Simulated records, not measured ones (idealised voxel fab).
The following process module bears the name voxel transistor to metal.
Xsec cut, 165 nm wide, square cell size 5 nm.
Cross-sections here: square-cell grids, written as top-down lists of bands, a band being one or more rows of cells. Heights first: top, then bottom, in nm. Then materials, left to right, each with a width in nm. "everywhere" on a single material: fills the band edge to edge. "air": empty space. All heights in this document are referenced to 0, defined as the level beneath which the wafer, as received, consists entirely of one material. The lowest band is not bounded below; it extends indefinitely downward and is written in the form "top 0, no bottom". A width such as "30->40" changes by the same amount from each row of cells to the next, from the band's top row to its bottom row. "nothing altered", as given for a step, is the statement that not any cell of the cross-section underwent a change during that step. Reported under the label "Sealed voids" are the empty spaces having no open way to the top and comprising 8 cells or more; the notation for each is width x height at distance, in which the distance is measured from the left edge and all three values are in nm. after a step's settings: what the simulator itself notes on the step. overlay nm: for a step with a mask, the amount by which the mask lay right of where it was planned; a negative amount means left of it.

## The process steps that were planned are listed below
1 RECEIVE | material Si
2 OXIDIZE | depth nm 5
3 CONFORMAL_DEP | material SiN | thk nm 10
4 MASKED_ETCH | tone cover | mask id ACTIVE | width nm 115 | etch materials SiN | depth nm 10 | overlay nm 0
5 MASKED_ETCH | tone cover | mask id ACTIVE | width nm 115 | etch materials SiO2 | depth nm 5 | overlay nm 0
6 MASKED_ETCH | tone cover | mask id ACTIVE | width nm 115 | etch materials Si | depth nm 30 | overlay nm 0
7 OXIDIZE | depth nm 5
8 FILL_DEP | material SiO2 | thk nm 10
9 CMP | height nm 10
10 SELECTIVE_ETCH | etch materials SiO2 | depth nm 5
11 STRIP | etch materials SiN
12 SELECTIVE_ETCH | etch materials SiO2 | depth nm 5
13 OXIDIZE | depth nm 5
14 DIRECTIONAL_DEP | material polySi | thk nm 20
15 DIRECTIONAL_DEP | material SiCN | thk nm 15
16 DIRECTIONAL_DEP | material aC | thk nm 15
17 PATTERN | tone cover | mask id GATE | material resist | width nm 25 | thk nm 35 | overlay nm 0
18 DIRECTIONAL_ETCH | etch materials aC | depth nm 15
19 STRIP | etch materials resist
20 DIRECTIONAL_ETCH | etch materials SiCN | depth nm 25
21 DIRECTIONAL_ETCH | etch materials polySi | depth nm 30
22 STRIP | etch materials aC
23 CONFORMAL_DEP | material SiN | thk nm 10
24 DIRECTIONAL_ETCH | etch materials SiN | depth nm 10
25 DIRECTIONAL_ETCH | etch materials SiO2 | depth nm 5
26 EPI | material pSi | thk nm 5
27 FILL_DEP | material SiO2 | thk nm 5
28 CMP | height nm 15
29 STRIP | etch materials polySi
30 SELECTIVE_ETCH | etch materials SiO2 | depth nm 5
31 CONFORMAL_DEP | material HfO2 | thk nm 5
32 CONFORMAL_DEP | material TiN | thk nm 5
33 FILL_DEP | material W | thk nm 10
34 CMP | height nm 10
35 DIRECTIONAL_DEP | material SiO2 | thk nm 15
36 DIRECTIONAL_DEP | material aC | thk nm 10
37 PATTERN | tone open | mask id CONTACT | material resist | width nm 20 | pitch nm 85 | thk nm 25 | overlay nm 0
38 DIRECTIONAL_ETCH | etch materials aC | depth nm 10
39 STRIP | etch materials resist
40 DIRECTIONAL_ETCH | etch materials SiO2 | depth nm 30
41 STRIP | etch materials aC
42 CONFORMAL_DEP | material TiN | thk nm 5
43 FILL_DEP | material W | thk nm 5
44 CMP | height nm 25
45 CONFORMAL_DEP | material SiCN | thk nm 5
46 DIRECTIONAL_DEP | material SiO2 | thk nm 20
47 MASKED_ETCH | tone open | mask id METAL_1 | width nm 20 | pitch nm 85 | etch materials SiO2 | depth nm 20 | overlay nm 0
48 MASKED_ETCH | tone open | mask id METAL_1 | width nm 20 | pitch nm 85 | etch materials SiCN | depth nm 5 | overlay nm 0
49 CONFORMAL_DEP | material TiN | thk nm 5
50 FILL_DEP | material Cu | thk nm 5
51 CMP | height nm 50
52 CONFORMAL_DEP | material SiCN | thk nm 5

## Wafer as received: cross-section following step 1
- top 0, no bottom | Si everywhere
- Sealed voids: none

## Wafer at module end, in section. Began as above, planned as above, run with one mistake
- top 55, bottom 50 | SiCN everywhere
- top 50, bottom 45 | SiCN (30)  TiN (20)  SiCN (65)  TiN (20)  SiCN (30)
- top 45, bottom 25 | SiO2 everywhere
- top 25, bottom 10 | SiO2 (30)  TiN (5)  W (10)  TiN (5)  SiO2 (65)  TiN (5)  W (10)  TiN (5)  SiO2 (30)
- top 10, bottom 0 | SiO2 (30)  TiN (5)  W (10)  TiN (5)  SiO2 (10)  SiN (10)  HfO2 (5)  TiN (5)  W (5)  TiN (5)  HfO2 (5)  SiN (10)  SiO2 (10)  TiN (5)  W (10)  TiN (5)  SiO2 (30)
- top 0, bottom -5 | SiO2 (20)  SiN (10)  TiN (20)  SiO2 (10)  SiN (10)  HfO2 (5)  TiN (15)  HfO2 (5)  SiN (10)  SiO2 (10)  TiN (20)  SiN (10)  SiO2 (20)
- top -5, bottom -10 | SiO2 (30)  pSi (30)  SiO2 (5)  HfO2 (35)  SiO2 (5)  pSi (30)  SiO2 (30)
- top -10, bottom -40 | SiO2 (30)  Si (105)  SiO2 (30)
- top -40, no bottom | Si everywhere
- Sealed voids: none
Nonconformance to the process plan: the intended sequence of steps 45 and 46 was reversed during processing, with each occupying the position of the other
